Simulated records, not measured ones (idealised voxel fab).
Title: Process Module voxel trench capacitor
This is section cut - it's 160 nm across, gridded in 5 nm square cells.
Reading order for cross-sections: top band down to bottom band. Underlying form: a grid of square cells. Band size: one or more rows of cells. Band: top and bottom heights (nm) first, top before bottom; then materials from left to right, widths in nm. "full width" marks a sole material filling the band edge to edge. "empty" denotes empty space. Counting heights begins at 0, where everything beneath is, in the wafer as received, one material. The lowest band has no bottom; it goes on downwards, as "from 0 down" shows. The expression "30..40" gives the width at the extremes of the band, the first number at its top row of cells and the second at its bottom row, with the width changing by equal amounts from each row to the next in between. "identical to before" -> step changed no cross-section cell. You'll see "Closed void roster" listing empty spaces that have no way open to the top, as long as they're 8 cells or more; the notation is width x height at distance, where the distance is from the left edge, and all of it is in nm. Post-settings text on a step line: simulator's own remark regarding the step. The setting "overlay nm" may be written on the line of a step. When the step uses a mask, the value reports how far to the right of the planned place the mask lay, and a negative value reports that it lay to the left.

# Here's what the planned process steps look like
- 1: RECEIVE,material Si
- 2: CONFORMAL_DEP,material SiN,thk nm 10
- 3: MASKED_ETCH,tone open,mask id TRENCH,width nm 30,pitch nm 45,etch materials SiN,depth nm 10,overlay nm 0
- 4: MASKED_ETCH,tone open,mask id TRENCH,width nm 30,pitch nm 45,etch materials Si,depth nm 40,overlay nm 0
- 5: CONFORMAL_DEP,material Al2O3,thk nm 5
- 6: CONFORMAL_DEP,material TiN,thk nm 5
- 7: FILL_DEP,material W,thk nm 5
- 8: CMP,height nm 10

# Incoming wafer in cross-section (state: after step 1)
* from 0 down = Si full width
* Closed void roster: none

# End-of-module cross-section of the first of two wafers, processed as planned
* from 10 to 0 = 40 SiN; 5 Al2O3; 5 TiN; 10 W; 5 TiN; 5 Al2O3; 15 SiN; 5 Al2O3; 5 TiN; 10 W; 5 TiN; 5 Al2O3; 45 SiN
* from 0 to -30 = 40 Si; 5 Al2O3; 5 TiN; 10 W; 5 TiN; 5 Al2O3; 15 Si; 5 Al2O3; 5 TiN; 10 W; 5 TiN; 5 Al2O3; 45 Si
* from -30 to -35 = 40 Si; 5 Al2O3; 20 TiN; 5 Al2O3; 15 Si; 5 Al2O3; 20 TiN; 5 Al2O3; 45 Si
* from -35 to -40 = 40 Si; 30 Al2O3; 15 Si; 30 Al2O3; 45 Si
* from -40 down = Si full width
* Closed void roster: none

# Cross-sectional image of the second wafer of the two following completion of the module. Starting state and process plan were the same as for the first wafer; one execution error occurred
* from 10 to 0 = 40 SiN; 5 Al2O3; 5 TiN; 10 W; 5 TiN; 5 Al2O3; 15 SiN; 5 Al2O3; 5 TiN; 10 W; 5 TiN; 5 Al2O3; 45 SiN
* from 0 to -70 = 40 Si; 5 Al2O3; 5 TiN; 10 W; 5 TiN; 5 Al2O3; 15 Si; 5 Al2O3; 5 TiN; 10 W; 5 TiN; 5 Al2O3; 45 Si
* from -70 to -75 = 40 Si; 5 Al2O3; 20 TiN; 5 Al2O3; 15 Si; 5 Al2O3; 20 TiN; 5 Al2O3; 45 Si
* from -75 to -80 = 40 Si; 30 Al2O3; 15 Si; 30 Al2O3; 45 Si
* from -80 down = Si full width
* Closed void roster: none
The plan and the run diverged here: plan step 4 ran twice
At the finish, the second wafer shows more or fewer cells for some materials than the first does: Al2O3 +32; Si -96; TiN +32; W +32
